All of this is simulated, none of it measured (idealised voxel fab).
process module | voxel capacitor over wiring
Square cells of 5 nm make up the cross-section cut, whose width is 210 nm.
Think of the cross-section as a grid of square cells. We describe it in bands, top to bottom, and each band covers one or more rows of those cells.
Top height, bottom height, nm. Materials left to right, width each, nm. Single material + "throughout" = fills band edge to edge. "air" = empty.
Height 0 is the level under which the wafer as received is all one material. The lowest band goes on downwards, as in "top 0, no bottom".
So if you see something like "30..40" for the width, read it as the top row of the band sitting at the first number and the bottom row at the second, with every row in between moving by the same amount as the last.
No cell of the cross-section changed in a step that is given as "everything unchanged".
Closed-off voids of 8+ cells (no open route to the top) go in "Tabulated closed voids", written width x height at distance from the left edge, in nm.
It should be noted that, on the line of a given step, the content following the step's settings is a remark produced by the simulator itself with respect to that step.
overlay nm: mask right of planned place by this much (step with mask). Neg. = left.
Planned step list for the process
1,RECEIVE (material Si)
2,CONFORMAL_DEP (material SiO2; thk nm 15)
3,CONFORMAL_DEP (material SiN; thk nm 5)
4,DIRECTIONAL_DEP (material SiO2; thk nm 25)
5,PATTERN (tone open; mask id METAL_1; material resist; width nm 30; pitch nm 95; thk nm 20; overlay nm 0)
6,DIRECTIONAL_ETCH (etch materials SiO2; depth nm 25)
7,DIRECTIONAL_ETCH (etch materials SiN; depth nm 5)
8,STRIP (etch materials resist)
9,CONFORMAL_DEP (material TiN; thk nm 5)
10,FILL_DEP (material Cu; thk nm 10)
11,CMP (height nm 45)
12,EPI (material Ru; thk nm 5)
13,FILL_DEP (material SiCN; thk nm 5)
14,DIRECTIONAL_DEP (material lowk; thk nm 15)
15,PATTERN (tone open; mask id PLUG_1; material resist; width nm 15; thk nm 15; overlay nm 0)
16,DIRECTIONAL_ETCH (etch materials lowk; depth nm 15)
17,DIRECTIONAL_ETCH (etch materials SiCN; depth nm 5)
18,STRIP (etch materials resist)
19,CONFORMAL_DEP (material TiN; thk nm 5)
20,FILL_DEP (material Cu; thk nm 10)
21,CMP (height nm 70)
22,DIRECTIONAL_DEP (material TiN; thk nm 10)
23,DIRECTIONAL_DEP (material Al2O3; thk nm 5)
24,DIRECTIONAL_DEP (material TiN; thk nm 10)
25,MASKED_ETCH (tone cover; mask id UPPER_PLATE; width nm 70; etch materials TiN; depth nm 5; overlay nm 0)
26,MASKED_ETCH (tone cover; mask id UPPER_PLATE; width nm 70; etch materials Al2O3; depth nm 5; overlay nm 0)
27,DIRECTIONAL_DEP (material aC; thk nm 15)
28,PATTERN (tone cover; mask id LOWER_PLATE; material resist; width nm 80; thk nm 30; overlay nm 0)
29,DIRECTIONAL_ETCH (etch materials aC; depth nm 15)
30,STRIP (etch materials resist)
31,DIRECTIONAL_ETCH (etch materials TiN; depth nm 10)
32,STRIP (etch materials aC)
33,FILL_DEP (material SiO2; thk nm 20)
34,CMP (height nm 110)
35,MASKED_ETCH (tone open; mask id PLUG_2; width nm 15; etch materials SiO2; depth nm 15; overlay nm 0)
36,CONFORMAL_DEP (material TiN; thk nm 5)
37,FILL_DEP (material Cu; thk nm 10)
38,CMP (height nm 110)
39,CONFORMAL_DEP (material SiCN; thk nm 5)
All wafers enter the flow in the same state. The depth nm at step 25 differs from wafer to wafer, and the plan gives the value for the first wafer.
First of several wafers, received after step 1, in cross-section
	top 0, no bottom: Si throughout
	Tabulated closed voids: none
Quick look at the cross-section of the first of several wafers after step 39, which wraps up the module
	top 115, bottom 110: SiCN throughout
	top 110, bottom 100: 65 of SiO2 | 5 of TiN | 5 of Cu | 5 of TiN | 130 of SiO2
	top 100, bottom 90: 65..55 of SiO2 | 15..70 of TiN | 130..85 of SiO2
	top 90, bottom 85: 50 of SiO2 | 80 of TiN | 80 of SiO2
	top 85, bottom 80: Al2O3 throughout
	top 80, bottom 70: TiN throughout
	top 70, bottom 55: 55 of lowk | 5 of TiN | 5 of Cu | 5 of TiN | 140 of lowk
	top 55, bottom 50: 55 of SiCN | 15 of TiN | 140 of SiCN
	top 50, bottom 45: 35 of SiCN | 40 of Ru | 55 of SiCN | 40 of Ru | 40 of SiCN
	top 45, bottom 20: 40 of SiO2 | 5 of TiN | 20 of Cu | 5 of TiN | 65 of SiO2 | 5 of TiN | 20 of Cu | 5 of TiN | 45 of SiO2
	top 20, bottom 15: 40 of SiN | 30 of TiN | 65 of SiN | 30 of TiN | 45 of SiN
	top 15, bottom 0: SiO2 throughout
	top 0, no bottom: Si throughout
	Tabulated closed voids: none
Last wafer of the set, cross-sectioned at end of module
	top 115, bottom 110: SiCN throughout
	top 110, bottom 100: 65 of SiO2 | 5 of TiN | 5 of Cu | 5 of TiN | 130 of SiO2
	top 100, bottom 95: 65 of SiO2 | 15 of TiN | 130 of SiO2
	top 95, bottom 85: 55 of SiO2 | 70 of TiN | 85 of SiO2
	top 85, bottom 80: 55 of SiO2 | 70 of Al2O3 | 85 of SiO2
	top 80, bottom 70: 50 of SiO2 | 80 of TiN | 80 of SiO2
	top 70, bottom 55: 55 of lowk | 5 of TiN | 5 of Cu | 5 of TiN | 140 of lowk
	top 55, bottom 50: 55 of SiCN | 15 of TiN | 140 of SiCN
	top 50, bottom 45: 35 of SiCN | 40 of Ru | 55 of SiCN | 40 of Ru | 40 of SiCN
	top 45, bottom 20: 40 of SiO2 | 5 of TiN | 20 of Cu | 5 of TiN | 65 of SiO2 | 5 of TiN | 20 of Cu | 5 of TiN | 45 of SiO2
	top 20, bottom 15: 40 of SiN | 30 of TiN | 65 of SiN | 30 of TiN | 45 of SiN
	top 15, bottom 0: SiO2 throughout
	top 0, no bottom: Si throughout
	Tabulated closed voids: none
Note: the following table is arranged by wafer, a row apiece. Each row reports the end-of-module state: per material, cells gained (+) or cells lost (-) compared with the wafer as received; closed voids follow
depth nm 5 | +42 Al2O3 | +45 Cu | +16 Ru | +107 SiCN | +30 SiN | +447 SiO2 | +162 TiN | +117 lowk | Tabulated closed voids: none
depth nm 10 | +14 Al2O3 | +45 Cu | +16 Ru | +107 SiCN | +30 SiN | +529 SiO2 | +108 TiN | +117 lowk | Tabulated closed voids: none
depth nm 15 | +14 Al2O3 | +45 Cu | +16 Ru | +107 SiCN | +30 SiN | +529 SiO2 | +108 TiN | +117 lowk | Tabulated closed voids: none
depth nm 20 | +14 Al2O3 | +45 Cu | +16 Ru | +107 SiCN | +30 SiN | +529 SiO2 | +108 TiN | +117 lowk | Tabulated closed voids: none
depth nm 25 | +14 Al2O3 | +45 Cu | +16 Ru | +107 SiCN | +30 SiN | +529 SiO2 | +108 TiN | +117 lowk | Tabulated closed voids: none
